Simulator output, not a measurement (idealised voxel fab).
The document below concerns the process module designated voxel self aligned contacts.
235 nm wide, 5 nm square cells: that's cross-section cut.
This document writes a cross-section as a grid whose cells are square, and gives it as bands, listed from the top down; one or more rows of cells form a band. For a band, the entry starts with two heights in nm, that of the top and then that of the bottom, and carries on with the band's materials in order from left to right, each alongside its width in nm; the word "full width" beside a single material means it fills the band edge to edge, and "empty" means empty space. Heights from 0 (as-received wafer is one material below). Bottom band endless downward, as "top 0, no bottom". A width given as "30..40" starts at the first number in the band's top row and ends at the second number in its bottom row, shifting by an equal amount at every step from row to row. Where the words "same as before" appear for a step, the cross-section shows no cell changed by that step; every cell remained as before. The entry "Completely sealed voids" lists the empty spaces that cover at least 8 cells and have no open path to the top. Each is written as width x height at distance, where the distance is measured from the left edge and all three values are in nm. Read whatever lies past the settings on a step's line as the simulator's own remark about the step. overlay nm: how far to the right of its planned place the mask lay on this masked step (negative: to the left).
## List of planned process steps
1,RECEIVE with material Si
2,CONFORMAL_DEP with material SiO2, thk nm 5
3,DIRECTIONAL_DEP with material polySi, thk nm 25
4,DIRECTIONAL_DEP with material SiN, thk nm 20
5,DIRECTIONAL_DEP with material aC, thk nm 10
6,PATTERN with tone cover, mask id GATE, material resist, width nm 35, pitch nm 60, thk nm 30, overlay nm 0
7,DIRECTIONAL_ETCH with etch materials aC, depth nm 10
8,STRIP with etch materials resist
9,DIRECTIONAL_ETCH with etch materials SiN, depth nm 20
10,DIRECTIONAL_ETCH with etch materials polySi, depth nm 25
11,STRIP with etch materials aC
12,CONFORMAL_DEP with material SiN, thk nm 5
13,DIRECTIONAL_ETCH with etch materials SiN, depth nm 5
14,FILL_DEP with material SiO2, thk nm 15
15,CMP with height nm 55
16,DIRECTIONAL_DEP with material aC, thk nm 15
17,PATTERN with tone open, mask id CONTACT, material resist, width nm 45, pitch nm 60, thk nm 35, overlay nm -15
18,DIRECTIONAL_ETCH with etch materials aC, depth nm 15
19,STRIP with etch materials resist
20,DIRECTIONAL_ETCH with etch materials SiO2, depth nm 55
21,STRIP with etch materials aC
22,CONFORMAL_DEP with material TiN, thk nm 5
23,FILL_DEP with material W, thk nm 10
24,CMP with height nm 55
25,CONFORMAL_DEP with material SiN, thk nm 5
The value of overlay nm given for step 17 in the plan refers to the first wafer; the wafers vary in this setting and are alike at the start.
## Incoming state of the first of several wafers in cross-section: after step 1
    top 0, no bottom | Si full width
    Completely sealed voids: none
## Last step of the module is step 25; after it, the first of several wafers in cross-section
    top 60, bottom 55 | SiN full width
    top 55, bottom 50 | SiO2 50 nm; TiN 35 nm; W 5 nm; TiN 5 nm; SiO2 15 nm; TiN 35 nm; W 5 nm; TiN 5 nm; SiO2 80 nm
    top 50, bottom 30 | SiO2 35 nm; SiN 45 nm; TiN 5 nm; W 5 nm; TiN 5 nm; SiN 45 nm; TiN 5 nm; W 5 nm; TiN 5 nm; SiN 45 nm; SiO2 35 nm
    top 30, bottom 5 | SiO2 35 nm; SiN 5 nm; polySi 35 nm; SiN 5 nm; TiN 5 nm; W 5 nm; TiN 5 nm; SiN 5 nm; polySi 35 nm; SiN 5 nm; TiN 5 nm; W 5 nm; TiN 5 nm; SiN 5 nm; polySi 35 nm; SiN 5 nm; SiO2 35 nm
    top 5, bottom 0 | SiO2 80 nm; TiN 15 nm; SiO2 45 nm; TiN 15 nm; SiO2 80 nm
    top 0, no bottom | Si full width
    Completely sealed voids: none
## Cross-section at module completion, last wafer
    top 60, bottom 55 | SiN full width
    top 55, bottom 50 | SiO2 80 nm; TiN 5 nm; W 5 nm; TiN 35 nm; SiO2 15 nm; TiN 5 nm; W 5 nm; TiN 35 nm; SiO2 50 nm
    top 50, bottom 30 | SiO2 35 nm; SiN 45 nm; TiN 5 nm; W 5 nm; TiN 5 nm; SiN 45 nm; TiN 5 nm; W 5 nm; TiN 5 nm; SiN 45 nm; SiO2 35 nm
    top 30, bottom 5 | SiO2 35 nm; SiN 5 nm; polySi 35 nm; SiN 5 nm; TiN 5 nm; W 5 nm; TiN 5 nm; SiN 5 nm; polySi 35 nm; SiN 5 nm; TiN 5 nm; W 5 nm; TiN 5 nm; SiN 5 nm; polySi 35 nm; SiN 5 nm; SiO2 35 nm
    top 5, bottom 0 | SiO2 80 nm; TiN 15 nm; SiO2 45 nm; TiN 15 nm; SiO2 80 nm
    top 0, no bottom | Si full width
    Completely sealed voids: none
## The rows of the table below are wafers. Looking at the end of the module, a row counts, for every material, the cells the wafer has gained, shown as (+), or lost, shown as (-), since it was received; its closed voids come next
overlay nm -15; +185 SiN; +196 SiO2; +58 TiN; +20 W; +105 polySi; Completely sealed voids: none
overlay nm -10; +185 SiN; +196 SiO2; +58 TiN; +20 W; +105 polySi; Completely sealed voids: none
overlay nm -5; +185 SiN; +196 SiO2; +58 TiN; +20 W; +105 polySi; Completely sealed voids: none
overlay nm 0; +185 SiN; +196 SiO2; +58 TiN; +20 W; +105 polySi; Completely sealed voids: none
overlay nm 5; +185 SiN; +196 SiO2; +58 TiN; +20 W; +105 polySi; Completely sealed voids: none
overlay nm 10; +185 SiN; +196 SiO2; +58 TiN; +20 W; +105 polySi; Completely sealed voids: none
overlay nm 15; +185 SiN; +196 SiO2; +58 TiN; +20 W; +105 polySi; Completely sealed voids: none
